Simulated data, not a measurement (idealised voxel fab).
process module | voxel released beams
cross-section cut | 165 nm wide | cells 5 nm
A cross-section is a grid of square cells, given in bands from the top down. A band is one or more rows of cells.
Each band's line starts with the height of the band's top and of its bottom, in nm. Then come its materials from left to right, each with its width in nm. One material with "throughout" fills the band from edge to edge. "air" is empty space.
Height 0 is the level under which the wafer as received is all one material. The lowest band goes on downwards, as in "0 down".
A width such as "30 to 40" changes by the same amount from each row of cells to the next, from the band's top row to its bottom row.
"no change" after a step means that no cell of the cross-section changed.
closed voids: empty space of 8 cells or more with no open way to the top, each as width x height at its distance from the left edge, in nm
after a step's settings: what the simulator itself notes on the step
overlay nm, on a step with a mask: how far to the right of its planned place the mask lay; to the left if negative
plan
1 op RECEIVE | material Si
2 op CONFORMAL_DEP | material SiN | thk nm 10
3 op DIRECTIONAL_DEP | material SiO2 | thk nm 20
4 op DIRECTIONAL_DEP | material aC | thk nm 15
5 op PATTERN | tone open | mask id ANCHOR | material resist | width nm 35 | thk nm 30 | overlay nm 0
6 op DIRECTIONAL_ETCH | etch materials aC | depth nm 15
7 op STRIP | etch materials resist
8 op DIRECTIONAL_ETCH | etch materials SiO2 | depth nm 20
9 op STRIP | etch materials aC
10 op CONFORMAL_DEP | material polySi | thk nm 15
11 op DIRECTIONAL_DEP | material aC | thk nm 15
12 op PATTERN | tone cover | mask id BEAM | material resist | width nm 95 | thk nm 35 | overlay nm -15
13 op DIRECTIONAL_ETCH | etch materials aC | depth nm 15
14 op STRIP | etch materials resist
15 op DIRECTIONAL_ETCH | etch materials polySi | depth nm 15
16 op STRIP | etch materials aC
17 op STRIP | etch materials SiO2
varied across the wafers: overlay nm of step 12. The plan shows the first wafer's value. All wafers start alike
first wafer as received, after step 1
  0 down: Si throughout
  closed voids: none
first wafer at the end, after step 17
  45 to 30: air 15 | polySi 35 | air 5 | polySi 55 | air 55
  30 to 25: air 35 | polySi 15 | air 5 | polySi 15 | air 95
  25 to 10: air 35 | polySi 35 | air 95
  10 to 0: SiN throughout
  0 down: Si throughout
  closed voids: none
last wafer at the end
  45 to 30: air 45 | polySi 5 | air 5 | polySi 85 | air 25
  30 to 25: air 35 | polySi 15 | air 5 | polySi 15 | air 95
  25 to 10: air 35 | polySi 35 | air 95
  10 to 0: SiN throughout
  0 down: Si throughout
  closed voids: none
each wafer at the end: cells of each material gained (+) or lost (-) since it was received, then its closed voids
overlay nm -15 | +66 SiN | +81 polySi | closed voids: none
overlay nm -10 | +66 SiN | +81 polySi | closed voids: none
overlay nm -5 | +66 SiN | +81 polySi | closed voids: none
overlay nm 0 | +66 SiN | +81 polySi | closed voids: none
overlay nm 5 | +66 SiN | +81 polySi | closed voids: none
overlay nm 10 | +66 SiN | +81 polySi | closed voids: none
overlay nm 15 | +66 SiN | +81 polySi | closed voids: none
